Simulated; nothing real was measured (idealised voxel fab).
process module | voxel self aligned contacts
cross-section cut | 235 nm wide | cells 5 nm
A cross-section is a grid of square cells, given in bands from the top down. A band is one or more rows of cells.
Each band's line starts with the height of the band's top and of its bottom, in nm. Then come its materials from left to right, each with its width in nm. One material with "throughout" fills the band from edge to edge. "air" is empty space.
Height 0 is the level under which the wafer as received is all one material. The lowest band goes on downwards, as in "0 down".
A width such as "30 to 40" changes by the same amount from each row of cells to the next, from the band's top row to its bottom row.
"no change" after a step means that no cell of the cross-section changed.
closed voids: empty space of 8 cells or more with no open way to the top, each as width x height at its distance from the left edge, in nm
after a step's settings: what the simulator itself notes on the step
overlay nm, on a step with a mask: how far to the right of its planned place the mask lay; to the left if negative
plan
1 op RECEIVE | material Si
2 op CONFORMAL_DEP | material SiO2 | thk nm 5
3 op DIRECTIONAL_DEP | material polySi | thk nm 25
4 op DIRECTIONAL_DEP | material SiN | thk nm 20
5 op PATTERN | tone cover | mask id GATE | material resist | width nm 25 | pitch nm 55 | thk nm 15 | overlay nm 0
6 op DIRECTIONAL_ETCH | etch materials SiN | depth nm 20
7 op DIRECTIONAL_ETCH | etch materials polySi | depth nm 25
8 op STRIP | etch materials resist
9 op CONFORMAL_DEP | material SiN | thk nm 5
10 op DIRECTIONAL_ETCH | etch materials SiN | depth nm 5
11 op FILL_DEP | material SiO2 | thk nm 15
12 op CMP | height nm 55
13 op PATTERN | tone open | mask id CONTACT | material resist | width nm 40 | pitch nm 55 | thk nm 20 | overlay nm 0
14 op DIRECTIONAL_ETCH | etch materials SiO2 | depth nm 55
15 op STRIP | etch materials resist
16 op CONFORMAL_DEP | material TiN | thk nm 5
17 op FILL_DEP | material W | thk nm 10
18 op CMP | height nm 55
19 op CONFORMAL_DEP | material SiN | thk nm 5
as received, after step 1
  0 down: Si throughout
  closed voids: none
first wafer at the end, as planned
  60 to 55: SiN throughout
  55 to 50: SiO2 70 | TiN 15 | W 10 | TiN 15 | SiO2 15 | TiN 15 | W 10 | TiN 15 | SiO2 70
  50 to 30: SiO2 45 | SiN 35 | TiN 5 | W 10 | TiN 5 | SiN 35 | TiN 5 | W 10 | TiN 5 | SiN 35 | SiO2 45
  30 to 5: SiO2 45 | SiN 5 | polySi 25 | SiN 5 | TiN 5 | W 10 | TiN 5 | SiN 5 | polySi 25 | SiN 5 | TiN 5 | W 10 | TiN 5 | SiN 5 | polySi 25 | SiN 5 | SiO2 45
  5 to 0: SiO2 80 | TiN 20 | SiO2 35 | TiN 20 | SiO2 80
  0 down: Si throughout
  closed voids: none
second wafer at the end: like start, like plan, one mistake
  60 to 55: SiN throughout
  55 to 50: SiO2 70 | TiN 15 | SiO2 10 | TiN 15 | SiO2 15 | TiN 15 | SiO2 10 | TiN 15 | SiO2 70
  50 to 30: SiO2 45 | SiN 35 | TiN 5 | SiO2 10 | TiN 5 | SiN 35 | TiN 5 | SiO2 10 | TiN 5 | SiN 35 | SiO2 45
  30 to 5: SiO2 45 | SiN 5 | polySi 25 | SiN 5 | TiN 5 | SiO2 10 | TiN 5 | SiN 5 | polySi 25 | SiN 5 | TiN 5 | SiO2 10 | TiN 5 | SiN 5 | polySi 25 | SiN 5 | SiO2 45
  5 to 0: SiO2 80 | TiN 20 | SiO2 35 | TiN 20 | SiO2 80
  0 down: Si throughout
  closed voids: none
what went wrong: step 17 ran as: op FILL_DEP | material SiO2 | thk nm 10
at the end the second wafer has, in cells: 40 more of SiO2 | 40 fewer of W
